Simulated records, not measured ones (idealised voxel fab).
Process module name: voxel plated lines
FYI the section here is cut, 265 nm wide, cells are 5 nm squares.
Just so we're on the same page, the cross-sections are grids of square cells, and they're listed out in bands top to bottom, each band one or more rows deep. Heads up on the band format: heights come first, top then bottom, in nm. After that it's the materials left to right, each with its width in nm. A single material flagged "full width" fills the whole band edge to edge, and "empty" means there's empty space there. Height 0 is the level under which the wafer as received is all one material. The lowest band goes on downwards, as in "top 0, no bottom". Note: "30..40" means the width goes from the first number (top row of the band) to the second number (bottom row) in equal steps per row of cells. When a step is marked "nothing changed", none of the cells in the cross-section changed during that step. Closed empty spaces (no open way to the top) of 8 cells or more are what "Closed void table" lists, each as width x height at distance from the left edge, nm for all three. Whatever follows a step's settings on its line is a remark the simulator itself makes about that step. "overlay nm" answers the question of how far to the right of plan the mask lay on a step that has a mask, and when it is negative the answer is to the left.
**Steps planned for the process**
1,RECEIVE with material Si
2,CONFORMAL_DEP with material Al2O3, thk nm 10
3,DIRECTIONAL_DEP with material TiN, thk nm 5
4,PATTERN with tone open, mask id LINES, material resist, width nm 25, pitch nm 45, thk nm 20, overlay nm 0
5,EPI with material Ru, thk nm 5
6,STRIP with etch materials resist
7,DIRECTIONAL_ETCH with etch materials TiN, depth nm 5
8,CONFORMAL_DEP with material SiCN, thk nm 10
**So this is the incoming wafer in cross-section - it's already been through step 1**
  top 0, no bottom | Si full width
  Closed void table: none
**Final cross-section, module run with one mistake (start and plan as above)**
  top 30, bottom 20 | SiCN 105, then empty 5, then SiCN 40, then empty 5, then SiCN 110
  top 20, bottom 15 | Ru 95, then SiCN 25, then Ru 20, then SiCN 25, then Ru 100
  top 15, bottom 10 | TiN 95, then SiCN 25, then TiN 20, then SiCN 25, then TiN 100
  top 10, bottom 0 | Al2O3 full width
  top 0, no bottom | Si full width
  Closed void table: none
The mistake made against the process plan was this: contrary to plan, step 4 was performed as PATTERN with tone cover, mask id LINES, material resist, width nm 25, pitch nm 45, thk nm 20, overlay nm 0
